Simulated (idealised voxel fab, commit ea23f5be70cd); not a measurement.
process module | voxel capacitor over wiring
cross-section cut | 190 nm wide | cells 5 nm
A cross-section is a grid of square cells, given in bands from the top down. A band is one or more rows of cells.
Each band's line starts with the height of the band's top and of its bottom, in nm. Then come its materials from left to right, each with its width in nm. One material with "throughout" fills the band from edge to edge. "air" is empty space.
Height 0 is the level under which the wafer as received is all one material. The lowest band goes on downwards, as in "0 down".
A width such as "30 to 40" changes by the same amount from each row of cells to the next, from the band's top row to its bottom row.
"no change" after a step means that no cell of the cross-section changed.
closed voids: empty space of 8 cells or more with no open way to the top, each as width x height at its distance from the left edge, in nm
after a step's settings: what the simulator itself notes on the step
overlay nm, on a step with a mask: how far to the right of its planned place the mask lay; to the left if negative
Each pair below shows a cross-section before one step and the cross-section after it, down to the lowest band that changed. The line under each pair gives the step between them, with its settings. The pairs can come from different runs of this module on the same starting wafer, so a pair continues from the pair above only where its "before" says so.
before
  0 down: Si throughout
  closed voids: none
after
  10 to 0: SiO2 throughout
  below 0: unchanged
  closed voids: none
the step between: op CONFORMAL_DEP | material SiO2 | thk nm 10
before: the cross-section after the pair above
after
  15 to 10: SiCN throughout
  below 10: unchanged
  closed voids: none
the step between: op CONFORMAL_DEP | material SiCN | thk nm 5
before: the cross-section after the pair above
after
  35 to 15: SiO2 throughout
  below 15: unchanged
  closed voids: none
the step between: op DIRECTIONAL_DEP | material SiO2 | thk nm 20
before: the cross-section after the pair above
after
  35 to 15: SiO2 45 | air 25 | SiO2 50 | air 25 | SiO2 45
  below 15: unchanged
  closed voids: none
the step between: op MASKED_ETCH | tone open | mask id METAL_1 | width nm 25 | pitch nm 75 | etch materials SiO2 | depth nm 20 | overlay nm 0
before: the cross-section after the pair above
after
  35 to 15: SiO2 45 | air 25 | SiO2 50 | air 25 | SiO2 45
  15 to 10: SiCN 45 | air 25 | SiCN 50 | air 25 | SiCN 45
  below 10: unchanged
  closed voids: none
the step between: op MASKED_ETCH | tone open | mask id METAL_1 | width nm 25 | pitch nm 75 | etch materials SiCN | depth nm 5 | overlay nm 0
before: the cross-section after the pair above
after
  40 to 35: TiN 50 | air 15 | TiN 60 | air 15 | TiN 50
  35 to 15: SiO2 45 | TiN 5 | air 15 | TiN 5 | SiO2 50 | TiN 5 | air 15 | TiN 5 | SiO2 45
  15 to 10: SiCN 45 | TiN 25 | SiCN 50 | TiN 25 | SiCN 45
  below 10: unchanged
  closed voids: none
the step between: op CONFORMAL_DEP | material TiN | thk nm 5
before: the cross-section after the pair above
after
  50 to 40: Ru throughout
  40 to 35: TiN 50 | Ru 15 | TiN 60 | Ru 15 | TiN 50
  35 to 15: SiO2 45 | TiN 5 | Ru 15 | TiN 5 | SiO2 50 | TiN 5 | Ru 15 | TiN 5 | SiO2 45
  below 15: unchanged
  closed voids: none
the step between: op FILL_DEP | material Ru | thk nm 10
before: the cross-section after the pair above
after
  35 to 15: SiO2 45 | TiN 5 | Ru 15 | TiN 5 | SiO2 50 | TiN 5 | Ru 15 | TiN 5 | SiO2 45
  below 15: unchanged
  closed voids: none
the step between: op CMP | height nm 35
before: the cross-section after the pair above
after
  40 to 35: SiCN throughout
  below 35: unchanged
  closed voids: none
the step between: op CONFORMAL_DEP | material SiCN | thk nm 5
before: the cross-section after the pair above
after
  60 to 40: SiO2 throughout
  below 40: unchanged
  closed voids: none
the step between: op DIRECTIONAL_DEP | material SiO2 | thk nm 20
before: the cross-section after the pair above
after
  75 to 60: resist 55 | air 15 | resist 120
  below 60: unchanged
  closed voids: none
the step between: op PATTERN | tone open | mask id PLUG_1 | material resist | width nm 15 | thk nm 15 | overlay nm 0
before: the cross-section after the pair above
after
  75 to 60: resist 55 | air 15 | resist 120
  60 to 40: SiO2 55 | air 15 | SiO2 120
  below 40: unchanged
  closed voids: none
the step between: op DIRECTIONAL_ETCH | etch materials SiO2 | depth nm 20
before: the cross-section after the pair above
after
  75 to 60: resist 55 | air 15 | resist 120
  60 to 40: SiO2 55 | air 15 | SiO2 120
  40 to 35: SiCN 55 | air 15 | SiCN 120
  below 35: unchanged
  closed voids: none
the step between: op DIRECTIONAL_ETCH | etch materials SiCN | depth nm 5
before: the cross-section after the pair above
after
  60 to 40: SiO2 55 | air 15 | SiO2 120
  below 40: unchanged
  closed voids: none
the step between: op STRIP | etch materials resist
before: the cross-section after the pair above
after
  60 to 45: SiO2 55 | air 15 | SiO2 120
  45 to 40: SiO2 55 | Ru 15 | SiO2 120
  40 to 35: SiCN 55 | Ru 15 | SiCN 120
  below 35: unchanged
  closed voids: none
the step between: op EPI | material Ru | thk nm 10
before: the cross-section after the pair above
after
  60 to 55: SiO2 55 | air 15 | SiO2 120
  55 to 40: SiO2 55 | Ru 15 | SiO2 120
  below 40: unchanged
  closed voids: none
the step between: op EPI | material Ru | thk nm 10
before: the cross-section after the pair above
after
  60 to 40: SiO2 55 | Ru 15 | SiO2 120
  below 40: unchanged
  closed voids: none
the step between: op EPI | material Ru | thk nm 5
before: the cross-section after the pair above
after
  65 to 60: TiN throughout
  below 60: unchanged
  closed voids: none
the step between: op DIRECTIONAL_DEP | material TiN | thk nm 5
before: the cross-section after the pair above
after
  70 to 65: SiN throughout
  below 65: unchanged
  closed voids: none
the step between: op DIRECTIONAL_DEP | material SiN | thk nm 5
before: the cross-section after the pair above
after
  80 to 70: TiN throughout
  below 70: unchanged
  closed voids: none
the step between: op DIRECTIONAL_DEP | material TiN | thk nm 10
before: the cross-section after the pair above
after
  90 to 80: aC throughout
  below 80: unchanged
  closed voids: none
the step between: op DIRECTIONAL_DEP | material aC | thk nm 10
before: the cross-section after the pair above
after
  120 to 90: air 55 | resist 55 | air 80
  below 90: unchanged
  closed voids: none
the step between: op PATTERN | tone cover | mask id UPPER_PLATE | material resist | width nm 55 | thk nm 30 | overlay nm 0
before: the cross-section after the pair above
after
  110 to 90: air 55 | resist 55 | air 80
  90 to 80: air 55 | aC 55 | air 80
  below 80: unchanged
  closed voids: none
the step between: op DIRECTIONAL_ETCH | etch materials aC | depth nm 10
before: the cross-section after the pair above
after
  90 to 80: air 55 | aC 55 | air 80
  below 80: unchanged
  closed voids: none
the step between: op STRIP | etch materials resist
before: the cross-section after the pair above
after
  90 to 80: air 55 | aC 55 | air 80
  80 to 70: air 55 | TiN 55 | air 80
  below 70: unchanged
  closed voids: none
the step between: op DIRECTIONAL_ETCH | etch materials TiN | depth nm 10
before: the cross-section after the pair above
after
  90 to 80: air 55 | aC 55 | air 80
  80 to 70: air 55 | TiN 55 | air 80
  70 to 65: air 55 | SiN 55 | air 80
  below 65: unchanged
  closed voids: none
the step between: op DIRECTIONAL_ETCH | etch materials SiN | depth nm 5
before: the cross-section after the pair above
after
  80 to 70: air 55 | TiN 55 | air 80
  below 70: unchanged
  closed voids: none
the step between: op STRIP | etch materials aC
before: the cross-section after the pair above
after
  90 to 80: air 55 | aC 55 | air 80
  80 to 75: air 55 | TiN 55 | air 80
  75 to 70: aC 55 | TiN 55 | aC 80
  70 to 65: aC 55 | SiN 55 | aC 80
  below 65: unchanged
  closed voids: none
the step between: op DIRECTIONAL_DEP | material aC | thk nm 10
before: the cross-section after the pair above
after
  120 to 90: air 50 | resist 65 | air 75
  90 to 80: air 50 | resist 5 | aC 55 | resist 5 | air 75
  80 to 75: air 50 | resist 5 | TiN 55 | resist 5 | air 75
  below 75: unchanged
  closed voids: none
the step between: op PATTERN | tone cover | mask id LOWER_PLATE | material resist | width nm 65 | thk nm 30 | overlay nm 0
before: the cross-section after the pair above
after
  110 to 90: air 50 | resist 65 | air 75
  90 to 80: air 50 | resist 5 | aC 55 | resist 5 | air 75
  80 to 75: air 50 | resist 5 | TiN 55 | resist 5 | air 75
  75 to 70: air 50 | aC 5 | TiN 55 | aC 5 | air 75
  70 to 65: air 50 | aC 5 | SiN 55 | aC 5 | air 75
  below 65: unchanged
  closed voids: none
the step between: op DIRECTIONAL_ETCH | etch materials aC | depth nm 10
before: the cross-section after the pair above
after
  90 to 80: air 55 | aC 55 | air 80
  80 to 75: air 55 | TiN 55 | air 80
  below 75: unchanged
  closed voids: none
the step between: op STRIP | etch materials resist
before: the cross-section after the pair above
after
  90 to 80: air 55 | aC 55 | air 80
  80 to 75: air 55 | TiN 55 | air 80
  75 to 70: air 50 | aC 5 | TiN 55 | aC 5 | air 75
  70 to 65: air 50 | aC 5 | SiN 55 | aC 5 | air 75
  65 to 60: air 50 | TiN 65 | air 75
  below 60: unchanged
  closed voids: none
the step between: op DIRECTIONAL_ETCH | etch materials TiN | depth nm 5
before: the cross-section after the pair above
after
  80 to 70: air 55 | TiN 55 | air 80
  70 to 65: air 55 | SiN 55 | air 80
  below 65: unchanged
  closed voids: none
the step between: op STRIP | etch materials aC
before: the cross-section after the pair above
after
  100 to 80: SiO2 throughout
  80 to 70: SiO2 55 | TiN 55 | SiO2 80
  70 to 65: SiO2 55 | SiN 55 | SiO2 80
  65 to 60: SiO2 50 | TiN 65 | SiO2 75
  below 60: unchanged
  closed voids: none
the step between: op FILL_DEP | material SiO2 | thk nm 20
before: the cross-section after the pair above
after
  95 to 80: SiO2 throughout
  below 80: unchanged
  closed voids: none
the step between: op CMP | height nm 95
before: the cross-section after the pair above
after
  95 to 80: SiO2 65 | air 15 | SiO2 110
  below 80: unchanged
  closed voids: none
the step between: op MASKED_ETCH | tone open | mask id PLUG_2 | width nm 15 | etch materials SiO2 | depth nm 15 | overlay nm 0
before: the cross-section after the pair above
after
  100 to 95: TiN 70 | air 5 | TiN 115
  95 to 85: SiO2 65 | TiN 5 | air 5 | TiN 5 | SiO2 110
  85 to 80: SiO2 65 | TiN 15 | SiO2 110
  below 80: unchanged
  closed voids: none
the step between: op CONFORMAL_DEP | material TiN | thk nm 5
before: the cross-section after the pair above
after
  105 to 100: Ru throughout
  100 to 95: TiN 70 | Ru 5 | TiN 115
  95 to 85: SiO2 65 | TiN 5 | Ru 5 | TiN 5 | SiO2 110
  below 85: unchanged
  closed voids: none
the step between: op FILL_DEP | material Ru | thk nm 5
before: the cross-section after the pair above
after
  95 to 85: SiO2 65 | TiN 5 | Ru 5 | TiN 5 | SiO2 110
  below 85: unchanged
  closed voids: none
the step between: op CMP | height nm 95
before: the cross-section after the pair above
after
  100 to 95: SiN throughout
  below 95: unchanged
  closed voids: none
the step between: op CONFORMAL_DEP | material SiN | thk nm 5
before
  10 to 0: SiO2 throughout
  0 down: Si throughout
  closed voids: none
after
  30 to 0: SiO2 throughout
  below 0: unchanged
  closed voids: none
the step between: op DIRECTIONAL_DEP | material SiO2 | thk nm 20
before: the cross-section after the pair above
after
  30 to 10: SiO2 45 | air 25 | SiO2 50 | air 25 | SiO2 45
  below 10: unchanged
  closed voids: none
the step between: op MASKED_ETCH | tone open | mask id METAL_1 | width nm 25 | pitch nm 75 | etch materials SiO2 | depth nm 20 | overlay nm 0
before: the cross-section after the pair above
after
  35 to 30: TiN 50 | air 15 | TiN 60 | air 15 | TiN 50
  30 to 15: SiO2 45 | TiN 5 | air 15 | TiN 5 | SiO2 50 | TiN 5 | air 15 | TiN 5 | SiO2 45
  15 to 10: SiO2 45 | TiN 25 | SiO2 50 | TiN 25 | SiO2 45
  below 10: unchanged
  closed voids: none
the step between: op CONFORMAL_DEP | material TiN | thk nm 5
before: the cross-section after the pair above
after
  45 to 35: Ru throughout
  35 to 30: TiN 50 | Ru 15 | TiN 60 | Ru 15 | TiN 50
  30 to 15: SiO2 45 | TiN 5 | Ru 15 | TiN 5 | SiO2 50 | TiN 5 | Ru 15 | TiN 5 | SiO2 45
  below 15: unchanged
  closed voids: none
the step between: op FILL_DEP | material Ru | thk nm 10
before: the cross-section after the pair above
after
  35 to 30: TiN 50 | Ru 15 | TiN 60 | Ru 15 | TiN 50
  below 30: unchanged
  closed voids: none
the step between: op CMP | height nm 35
before: the cross-section after the pair above
after
  40 to 35: SiCN throughout
  below 35: unchanged
  closed voids: none
the step between: op CONFORMAL_DEP | material SiCN | thk nm 5
before: the cross-section after the pair above
after
  60 to 40: SiO2 throughout
  below 40: unchanged
  closed voids: none
the step between: op DIRECTIONAL_DEP | material SiO2 | thk nm 20
before: the cross-section after the pair above
after
  75 to 60: resist 55 | air 15 | resist 120
  below 60: unchanged
  closed voids: none
the step between: op PATTERN | tone open | mask id PLUG_1 | material resist | width nm 15 | thk nm 15 | overlay nm 0
before: the cross-section after the pair above
after
  75 to 60: resist 55 | air 15 | resist 120
  60 to 40: SiO2 55 | air 15 | SiO2 120
  below 40: unchanged
  closed voids: none
the step between: op DIRECTIONAL_ETCH | etch materials SiO2 | depth nm 20
before: the cross-section after the pair above
after
  75 to 60: resist 55 | air 15 | resist 120
  60 to 40: SiO2 55 | air 15 | SiO2 120
  40 to 35: SiCN 55 | air 15 | SiCN 120
  below 35: unchanged
  closed voids: none
the step between: op DIRECTIONAL_ETCH | etch materials SiCN | depth nm 5
before: the cross-section after the pair above
after
  60 to 40: SiO2 55 | air 15 | SiO2 120
  below 40: unchanged
  closed voids: none
the step between: op STRIP | etch materials resist
before: the cross-section after the pair above
after
  60 to 45: SiO2 55 | air 15 | SiO2 120
  45 to 40: SiO2 55 | Ru 15 | SiO2 120
  40 to 35: SiCN 55 | Ru 15 | SiCN 120
  below 35: unchanged
  closed voids: none
the step between: op EPI | material Ru | thk nm 10
before: the cross-section after the pair above
after
  60 to 55: SiO2 55 | air 15 | SiO2 120
  55 to 40: SiO2 55 | Ru 15 | SiO2 120
  below 40: unchanged
  closed voids: none
the step between: op EPI | material Ru | thk nm 10
before: the cross-section after the pair above
after
  60 to 40: SiO2 55 | Ru 15 | SiO2 120
  below 40: unchanged
  closed voids: none
the step between: op EPI | material Ru | thk nm 5
before: the cross-section after the pair above
after
  65 to 60: TiN throughout
  below 60: unchanged
  closed voids: none
the step between: op DIRECTIONAL_DEP | material TiN | thk nm 5
before: the cross-section after the pair above
after
  70 to 65: SiN throughout
  below 65: unchanged
  closed voids: none
the step between: op DIRECTIONAL_DEP | material SiN | thk nm 5
before: the cross-section after the pair above
after
  80 to 70: TiN throughout
  below 70: unchanged
  closed voids: none
the step between: op DIRECTIONAL_DEP | material TiN | thk nm 10
before: the cross-section after the pair above
after
  90 to 80: aC throughout
  below 80: unchanged
  closed voids: none
the step between: op DIRECTIONAL_DEP | material aC | thk nm 10
before: the cross-section after the pair above
after
  120 to 90: air 55 | resist 55 | air 80
  below 90: unchanged
  closed voids: none
the step between: op PATTERN | tone cover | mask id UPPER_PLATE | material resist | width nm 55 | thk nm 30 | overlay nm 0
before: the cross-section after the pair above
after
  110 to 90: air 55 | resist 55 | air 80
  90 to 80: air 55 | aC 55 | air 80
  below 80: unchanged
  closed voids: none
the step between: op DIRECTIONAL_ETCH | etch materials aC | depth nm 10
before: the cross-section after the pair above
after
  90 to 80: air 55 | aC 55 | air 80
  below 80: unchanged
  closed voids: none
the step between: op STRIP | etch materials resist
before: the cross-section after the pair above
after
  90 to 80: air 55 | aC 55 | air 80
  80 to 70: air 55 | TiN 55 | air 80
  below 70: unchanged
  closed voids: none
the step between: op DIRECTIONAL_ETCH | etch materials TiN | depth nm 10
before: the cross-section after the pair above
after
  90 to 80: air 55 | aC 55 | air 80
  80 to 70: air 55 | TiN 55 | air 80
  70 to 65: air 55 | SiN 55 | air 80
  below 65: unchanged
  closed voids: none
the step between: op DIRECTIONAL_ETCH | etch materials SiN | depth nm 5
before: the cross-section after the pair above
after
  80 to 70: air 55 | TiN 55 | air 80
  below 70: unchanged
  closed voids: none
the step between: op STRIP | etch materials aC
before: the cross-section after the pair above
after
  90 to 80: air 55 | aC 55 | air 80
  80 to 75: air 55 | TiN 55 | air 80
  75 to 70: aC 55 | TiN 55 | aC 80
  70 to 65: aC 55 | SiN 55 | aC 80
  below 65: unchanged
  closed voids: none
the step between: op DIRECTIONAL_DEP | material aC | thk nm 10
before: the cross-section after the pair above
after
  120 to 90: air 50 | resist 65 | air 75
  90 to 80: air 50 | resist 5 | aC 55 | resist 5 | air 75
  80 to 75: air 50 | resist 5 | TiN 55 | resist 5 | air 75
  below 75: unchanged
  closed voids: none
the step between: op PATTERN | tone cover | mask id LOWER_PLATE | material resist | width nm 65 | thk nm 30 | overlay nm 0
before: the cross-section after the pair above
after
  110 to 90: air 50 | resist 65 | air 75
  90 to 80: air 50 | resist 5 | aC 55 | resist 5 | air 75
  80 to 75: air 50 | resist 5 | TiN 55 | resist 5 | air 75
  75 to 70: air 50 | aC 5 | TiN 55 | aC 5 | air 75
  70 to 65: air 50 | aC 5 | SiN 55 | aC 5 | air 75
  below 65: unchanged
  closed voids: none
the step between: op DIRECTIONAL_ETCH | etch materials aC | depth nm 10
before: the cross-section after the pair above
after
  90 to 80: air 55 | aC 55 | air 80
  80 to 75: air 55 | TiN 55 | air 80
  below 75: unchanged
  closed voids: none
the step between: op STRIP | etch materials resist
before: the cross-section after the pair above
after
  90 to 80: air 55 | aC 55 | air 80
  80 to 75: air 55 | TiN 55 | air 80
  75 to 70: air 50 | aC 5 | TiN 55 | aC 5 | air 75
  70 to 65: air 50 | aC 5 | SiN 55 | aC 5 | air 75
  65 to 60: air 50 | TiN 65 | air 75
  below 60: unchanged
  closed voids: none
the step between: op DIRECTIONAL_ETCH | etch materials TiN | depth nm 5
before: the cross-section after the pair above
after
  80 to 70: air 55 | TiN 55 | air 80
  70 to 65: air 55 | SiN 55 | air 80
  below 65: unchanged
  closed voids: none
the step between: op STRIP | etch materials aC
before: the cross-section after the pair above
after
  100 to 80: SiO2 throughout
  80 to 70: SiO2 55 | TiN 55 | SiO2 80
  70 to 65: SiO2 55 | SiN 55 | SiO2 80
  65 to 60: SiO2 50 | TiN 65 | SiO2 75
  below 60: unchanged
  closed voids: none
the step between: op FILL_DEP | material SiO2 | thk nm 20
before: the cross-section after the pair above
after
  95 to 80: SiO2 throughout
  below 80: unchanged
  closed voids: none
the step between: op CMP | height nm 95
before: the cross-section after the pair above
after
  95 to 80: SiO2 65 | air 15 | SiO2 110
  below 80: unchanged
  closed voids: none
the step between: op MASKED_ETCH | tone open | mask id PLUG_2 | width nm 15 | etch materials SiO2 | depth nm 15 | overlay nm 0
before: the cross-section after the pair above
after
  100 to 95: TiN 70 | air 5 | TiN 115
  95 to 85: SiO2 65 | TiN 5 | air 5 | TiN 5 | SiO2 110
  85 to 80: SiO2 65 | TiN 15 | SiO2 110
  below 80: unchanged
  closed voids: none
the step between: op CONFORMAL_DEP | material TiN | thk nm 5
before: the cross-section after the pair above
after
  105 to 100: Ru throughout
  100 to 95: TiN 70 | Ru 5 | TiN 115
  95 to 85: SiO2 65 | TiN 5 | Ru 5 | TiN 5 | SiO2 110
  below 85: unchanged
  closed voids: none
the step between: op FILL_DEP | material Ru | thk nm 5
before: the cross-section after the pair above
after
  95 to 85: SiO2 65 | TiN 5 | Ru 5 | TiN 5 | SiO2 110
  below 85: unchanged
  closed voids: none
the step between: op CMP | height nm 95
before: the cross-section after the pair above
after
  100 to 95: SiN throughout
  below 95: unchanged
  closed voids: none
the step between: op CONFORMAL_DEP | material SiN | thk nm 5
before
  60 to 40: SiO2 throughout
  40 to 35: SiCN throughout
  35 to 15: SiO2 45 | TiN 5 | Ru 15 | TiN 5 | SiO2 50 | TiN 5 | Ru 15 | TiN 5 | SiO2 45
  15 to 10: SiCN 45 | TiN 25 | SiCN 50 | TiN 25 | SiCN 45
  10 to 0: SiO2 throughout
  0 down: Si throughout
  closed voids: none
after
  80 to 40: SiO2 throughout
  below 40: unchanged
  closed voids: none
the step between: op DIRECTIONAL_DEP | material SiO2 | thk nm 20
before: the cross-section after the pair above
after
  95 to 80: resist 55 | air 15 | resist 120
  below 80: unchanged
  closed voids: none
the step between: op PATTERN | tone open | mask id PLUG_1 | material resist | width nm 15 | thk nm 15 | overlay nm 0
before: the cross-section after the pair above
after
  95 to 80: resist 55 | air 15 | resist 120
  80 to 60: SiO2 55 | air 15 | SiO2 120
  below 60: unchanged
  closed voids: none
the step between: op DIRECTIONAL_ETCH | etch materials SiO2 | depth nm 20
before: the cross-section after the pair above
after
  80 to 60: SiO2 55 | air 15 | SiO2 120
  below 60: unchanged
  closed voids: none
the step between: op STRIP | etch materials resist
before: the cross-section after the pair above
after
  85 to 80: TiN 55 | air 15 | TiN 120
  80 to 65: SiO2 55 | air 15 | SiO2 120
  65 to 60: SiO2 55 | TiN 15 | SiO2 120
  below 60: unchanged
  closed voids: none
the step between: op DIRECTIONAL_DEP | material TiN | thk nm 5
before: the cross-section after the pair above
after
  90 to 85: SiN 55 | air 15 | SiN 120
  85 to 80: TiN 55 | air 15 | TiN 120
  80 to 70: SiO2 55 | air 15 | SiO2 120
  70 to 65: SiO2 55 | SiN 15 | SiO2 120
  below 65: unchanged
  closed voids: none
the step between: op DIRECTIONAL_DEP | material SiN | thk nm 5
before: the cross-section after the pair above
after
  100 to 90: TiN 55 | air 15 | TiN 120
  90 to 85: SiN 55 | air 15 | SiN 120
  85 to 80: TiN 55 | air 15 | TiN 120
  80 to 70: SiO2 55 | TiN 15 | SiO2 120
  below 70: unchanged
  closed voids: none
the step between: op DIRECTIONAL_DEP | material TiN | thk nm 10
before: the cross-section after the pair above
after
  110 to 100: aC 55 | air 15 | aC 120
  100 to 90: TiN 55 | air 15 | TiN 120
  90 to 85: SiN 55 | aC 15 | SiN 120
  85 to 80: TiN 55 | aC 15 | TiN 120
  below 80: unchanged
  closed voids: none
the step between: op DIRECTIONAL_DEP | material aC | thk nm 10
before: the cross-section after the pair above
after
  140 to 110: air 55 | resist 55 | air 80
  110 to 100: aC 55 | resist 15 | aC 120
  100 to 90: TiN 55 | resist 15 | TiN 120
  below 90: unchanged
  closed voids: none
the step between: op PATTERN | tone cover | mask id UPPER_PLATE | material resist | width nm 55 | thk nm 30 | overlay nm 0
before: the cross-section after the pair above
after
  130 to 110: air 55 | resist 55 | air 80
  110 to 100: air 55 | resist 15 | aC 40 | air 80
  below 100: unchanged
  closed voids: none
the step between: op DIRECTIONAL_ETCH | etch materials aC | depth nm 10
before: the cross-section after the pair above
after
  110 to 100: air 70 | aC 40 | air 80
  100 to 90: TiN 55 | air 15 | TiN 120
  below 90: unchanged
  closed voids: none
the step between: op STRIP | etch materials resist
before: the cross-section after the pair above
after
  110 to 100: air 70 | aC 40 | air 80
  100 to 90: air 70 | TiN 40 | air 80
  below 90: unchanged
  closed voids: none
the step between: op DIRECTIONAL_ETCH | etch materials TiN | depth nm 10
before: the cross-section after the pair above
after
  110 to 100: air 70 | aC 40 | air 80
  100 to 90: air 70 | TiN 40 | air 80
  90 to 85: air 55 | aC 15 | SiN 40 | air 80
  below 85: unchanged
  closed voids: none
the step between: op DIRECTIONAL_ETCH | etch materials SiN | depth nm 5
before: the cross-section after the pair above
after
  100 to 90: air 70 | TiN 40 | air 80
  90 to 85: air 70 | SiN 40 | air 80
  85 to 80: TiN 55 | air 15 | TiN 120
  below 80: unchanged
  closed voids: none
the step between: op STRIP | etch materials aC
before: the cross-section after the pair above
after
  110 to 100: air 70 | aC 40 | air 80
  100 to 95: air 70 | TiN 40 | air 80
  95 to 90: aC 55 | air 15 | TiN 40 | aC 80
  90 to 85: aC 70 | SiN 40 | aC 80
  85 to 80: TiN 55 | aC 15 | TiN 120
  below 80: unchanged
  closed voids: none
the step between: op DIRECTIONAL_DEP | material aC | thk nm 10
before: the cross-section after the pair above
after
  140 to 110: air 50 | resist 65 | air 75
  110 to 100: air 50 | resist 20 | aC 40 | resist 5 | air 75
  100 to 95: air 50 | resist 20 | TiN 40 | resist 5 | air 75
  95 to 90: aC 55 | resist 15 | TiN 40 | aC 80
  below 90: unchanged
  closed voids: none
the step between: op PATTERN | tone cover | mask id LOWER_PLATE | material resist | width nm 65 | thk nm 30 | overlay nm 0
before: the cross-section after the pair above
after
  130 to 110: air 50 | resist 65 | air 75
  110 to 100: air 50 | resist 20 | aC 40 | resist 5 | air 75
  100 to 95: air 50 | resist 20 | TiN 40 | resist 5 | air 75
  95 to 90: air 50 | aC 5 | resist 15 | TiN 40 | aC 5 | air 75
  90 to 85: air 50 | aC 20 | SiN 40 | aC 5 | air 75
  below 85: unchanged
  closed voids: none
the step between: op DIRECTIONAL_ETCH | etch materials aC | depth nm 10
before: the cross-section after the pair above
after
  110 to 100: air 70 | aC 40 | air 80
  100 to 95: air 70 | TiN 40 | air 80
  95 to 90: air 50 | aC 5 | air 15 | TiN 40 | aC 5 | air 75
  below 90: unchanged
  closed voids: none
the step between: op STRIP | etch materials resist
before: the cross-section after the pair above
after
  110 to 100: air 70 | aC 40 | air 80
  100 to 95: air 70 | TiN 40 | air 80
  95 to 90: air 50 | aC 5 | air 15 | TiN 40 | aC 5 | air 75
  90 to 85: air 50 | aC 20 | SiN 40 | aC 5 | air 75
  85 to 80: air 50 | TiN 5 | aC 15 | TiN 45 | air 75
  below 80: unchanged
  closed voids: none
the step between: op DIRECTIONAL_ETCH | etch materials TiN | depth nm 5
before: the cross-section after the pair above
after
  100 to 90: air 70 | TiN 40 | air 80
  90 to 85: air 70 | SiN 40 | air 80
  85 to 80: air 50 | TiN 5 | air 15 | TiN 45 | air 75
  below 80: unchanged
  closed voids: none
the step between: op STRIP | etch materials aC
before: the cross-section after the pair above
after
  120 to 100: SiO2 throughout
  100 to 90: SiO2 70 | TiN 40 | SiO2 80
  90 to 85: SiO2 70 | SiN 40 | SiO2 80
  85 to 80: SiO2 50 | TiN 5 | SiO2 15 | TiN 45 | SiO2 75
  below 80: unchanged
  closed voids: none
the step between: op FILL_DEP | material SiO2 | thk nm 20
before: the cross-section after the pair above
after
  95 to 90: SiO2 70 | TiN 40 | SiO2 80
  below 90: unchanged
  closed voids: none
the step between: op CMP | height nm 95
before: the cross-section after the pair above
after
  95 to 90: SiO2 65 | air 5 | TiN 40 | SiO2 80
  90 to 85: SiO2 65 | air 5 | SiN 40 | SiO2 80
  85 to 80: SiO2 50 | TiN 5 | SiO2 10 | air 5 | TiN 45 | SiO2 75
  below 80: unchanged
  closed voids: none
the step between: op MASKED_ETCH | tone open | mask id PLUG_2 | width nm 15 | etch materials SiO2 | depth nm 15 | overlay nm 0
before: the cross-section after the pair above
after
  100 to 95: TiN throughout
  95 to 90: SiO2 65 | TiN 45 | SiO2 80
  90 to 85: SiO2 65 | TiN 5 | SiN 40 | SiO2 80
  85 to 80: SiO2 50 | TiN 5 | SiO2 10 | TiN 50 | SiO2 75
  below 80: unchanged
  closed voids: none
the step between: op CONFORMAL_DEP | material TiN | thk nm 5
before: the cross-section after the pair above
after
  105 to 100: Ru throughout
  below 100: unchanged
  closed voids: none
the step between: op FILL_DEP | material Ru | thk nm 5
before: the cross-section after the pair above
after
  95 to 90: SiO2 65 | TiN 45 | SiO2 80
  below 90: unchanged
  closed voids: none
the step between: op CMP | height nm 95
before: the cross-section after the pair above
after
  100 to 95: SiN throughout
  below 95: unchanged
  closed voids: none
the step between: op CONFORMAL_DEP | material SiN | thk nm 5
before
  60 to 55: SiO2 55 | air 15 | SiO2 120
  55 to 40: SiO2 55 | Ru 15 | SiO2 120
  40 to 35: SiCN 55 | Ru 15 | SiCN 120
  35 to 15: SiO2 45 | TiN 5 | Ru 15 | TiN 5 | SiO2 50 | TiN 5 | Ru 15 | TiN 5 | SiO2 45
  15 to 10: SiCN 45 | TiN 25 | SiCN 50 | TiN 25 | SiCN 45
  10 to 0: SiO2 throughout
  0 down: Si throughout
  closed voids: none
after
  65 to 60: TiN 55 | air 15 | TiN 120
  60 to 55: SiO2 55 | TiN 15 | SiO2 120
  below 55: unchanged
  closed voids: none
the step between: op DIRECTIONAL_DEP | material TiN | thk nm 5
before: the cross-section after the pair above
after
  70 to 65: Ru 60 | air 5 | Ru 125
  65 to 60: TiN 55 | Ru 15 | TiN 120
  below 60: unchanged
  closed voids: none
the step between: op EPI | material Ru | thk nm 5
before: the cross-section after the pair above
after
  75 to 70: SiN 60 | air 5 | SiN 125
  70 to 65: Ru 60 | SiN 5 | Ru 125
  below 65: unchanged
  closed voids: none
the step between: op DIRECTIONAL_DEP | material SiN | thk nm 5
before: the cross-section after the pair above
after
  85 to 80: TiN 60 | air 5 | TiN 125
  80 to 75: TiN throughout
  75 to 70: SiN 60 | TiN 5 | SiN 125
  below 70: unchanged
  closed voids: none
the step between: op DIRECTIONAL_DEP | material TiN | thk nm 10
before: the cross-section after the pair above
after
  95 to 90: aC 60 | air 5 | aC 125
  90 to 85: aC throughout
  85 to 80: TiN 60 | aC 5 | TiN 125
  below 80: unchanged
  closed voids: none
the step between: op DIRECTIONAL_DEP | material aC | thk nm 10
before: the cross-section after the pair above
after
  125 to 95: air 55 | resist 55 | air 80
  95 to 90: aC 60 | resist 5 | aC 125
  below 90: unchanged
  closed voids: none
the step between: op PATTERN | tone cover | mask id UPPER_PLATE | material resist | width nm 55 | thk nm 30 | overlay nm 0
before: the cross-section after the pair above
after
  115 to 95: air 55 | resist 55 | air 80
  95 to 90: air 55 | aC 5 | resist 5 | aC 45 | air 80
  90 to 85: air 55 | aC 55 | air 80
  below 85: unchanged
  closed voids: none
the step between: op DIRECTIONAL_ETCH | etch materials aC | depth nm 10
before: the cross-section after the pair above
after
  95 to 90: air 55 | aC 5 | air 5 | aC 45 | air 80
  below 90: unchanged
  closed voids: none
the step between: op STRIP | etch materials resist
before: the cross-section after the pair above
after
  95 to 90: air 55 | aC 5 | air 5 | aC 45 | air 80
  90 to 85: air 55 | aC 55 | air 80
  85 to 80: air 55 | TiN 5 | aC 5 | TiN 45 | air 80
  80 to 75: air 55 | TiN 55 | air 80
  below 75: unchanged
  closed voids: none
the step between: op DIRECTIONAL_ETCH | etch materials TiN | depth nm 10
before: the cross-section after the pair above
after
  95 to 90: air 55 | aC 5 | air 5 | aC 45 | air 80
  90 to 85: air 55 | aC 55 | air 80
  85 to 80: air 55 | TiN 5 | aC 5 | TiN 45 | air 80
  80 to 75: air 55 | TiN 55 | air 80
  75 to 70: air 55 | SiN 5 | TiN 5 | SiN 45 | air 80
  below 70: unchanged
  closed voids: none
the step between: op DIRECTIONAL_ETCH | etch materials SiN | depth nm 5
before: the cross-section after the pair above
after
  85 to 80: air 55 | TiN 5 | air 5 | TiN 45 | air 80
  below 80: unchanged
  closed voids: none
the step between: op STRIP | etch materials aC
